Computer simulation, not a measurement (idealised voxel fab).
Process module heading - voxel released beams
Shown is cross-section cut, with a width of 245 nm and square cells of size 5 nm.
Each cross-section below is a grid of square cells, stated as bands in top-down order, with one or more rows of cells making up each band.
Top height, bottom height, nm. Materials left to right, width each, nm. Single material + "all across" = fills band edge to edge. "empty" = empty.
For the purposes of this specification, 0 denotes the height below which the wafer in its as-received condition is composed wholly of one material, and the lowermost band, lacking a lower limit, extends downward without end, as expressed in "z 0 and below".
Graded width ("30->40"): value in top row of band = first number; value in bottom row = second number; row-to-row change constant.
When a step is marked "no modifications", none of the cells in the cross-section changed during that step.
This entry, "Fully sealed cavities", enumerates those empty regions of no fewer than 8 cells that possess no open connection to the top. Each region is reported in the form width x height at distance, the distance being taken from the left edge, with all three quantities expressed in nm.
Heads up: the bit after the settings on a step's line is the simulator's remark on that step.
Each step line may optionally specify "overlay nm", which for a step with a mask gives the rightward distance between the mask's planned place and where it lay, a negative value indicating the leftward direction.
Steps in the process plan:
1: RECEIVE,material Si
2: CONFORMAL_DEP,material Al2O3,thk nm 10
3: DIRECTIONAL_DEP,material SiO2,thk nm 20
4: MASKED_ETCH,tone open,mask id ANCHOR,width nm 45,etch materials SiO2,depth nm 20,overlay nm 0
5: CONFORMAL_DEP,material polySi,thk nm 15
6: MASKED_ETCH,tone cover,mask id BEAM,width nm 105,etch materials polySi,depth nm 15,overlay nm 0
7: STRIP,etch materials SiO2
First wafer out of two, processed as planned:
Wafer as received: cross-section following step 1:
* z 0 and below: Si all across
* Fully sealed cavities: none
After step 2, in cross-section:
* z 10 to 0: Al2O3 all across
* At heights below 0, the structure remains unaltered.
After step 3, in cross-section:
* z 30 to 10: SiO2 all across
* At heights below 10, the structure remains unaltered.
After step 4, in cross-section:
* z 30 to 10: SiO2=70, empty=45, SiO2=130
* At heights below 10, the structure remains unaltered.
After step 5, in cross-section:
* z 45 to 30: polySi=85, empty=15, polySi=145
* z 30 to 25: SiO2=70, polySi=15, empty=15, polySi=15, SiO2=130
* z 25 to 10: SiO2=70, polySi=45, SiO2=130
* At heights below 10, the structure remains unaltered.
After step 6, in cross-section:
* z 45 to 30: empty=65, polySi=20, empty=15, polySi=70, empty=75
* At heights below 30, the structure remains unaltered.
After step 7, in cross-section:
* z 45 to 30: empty=65, polySi=20, empty=15, polySi=70, empty=75
* z 30 to 25: empty=70, polySi=15, empty=15, polySi=15, empty=130
* z 25 to 10: empty=70, polySi=45, empty=130
* At heights below 10, the structure remains unaltered.
For the second wafer, take the first wafer's start and plan, then add one mistake made in running it; everything through step 5, that step included, is shared with the first:
When step 6 should have ended:
* z 45 to 30: empty=60, polySi=25, empty=15, polySi=65, empty=80
* At heights below 30, the structure remains unaltered.
When step 7 should have ended:
* z 45 to 30: empty=60, polySi=25, empty=15, polySi=65, empty=80
* z 30 to 25: empty=70, polySi=15, empty=15, polySi=15, empty=130
* z 25 to 10: empty=70, polySi=45, empty=130
* At heights below 10, the structure remains unaltered.
Run error: contrary to plan, step 6 was performed as MASKED_ETCH,tone cover,mask id BEAM,width nm 105,etch materials polySi,depth nm 15,overlay nm -5
At the end, the second wafer has the same number of cells of each material as the first, but those cells sit in other places.
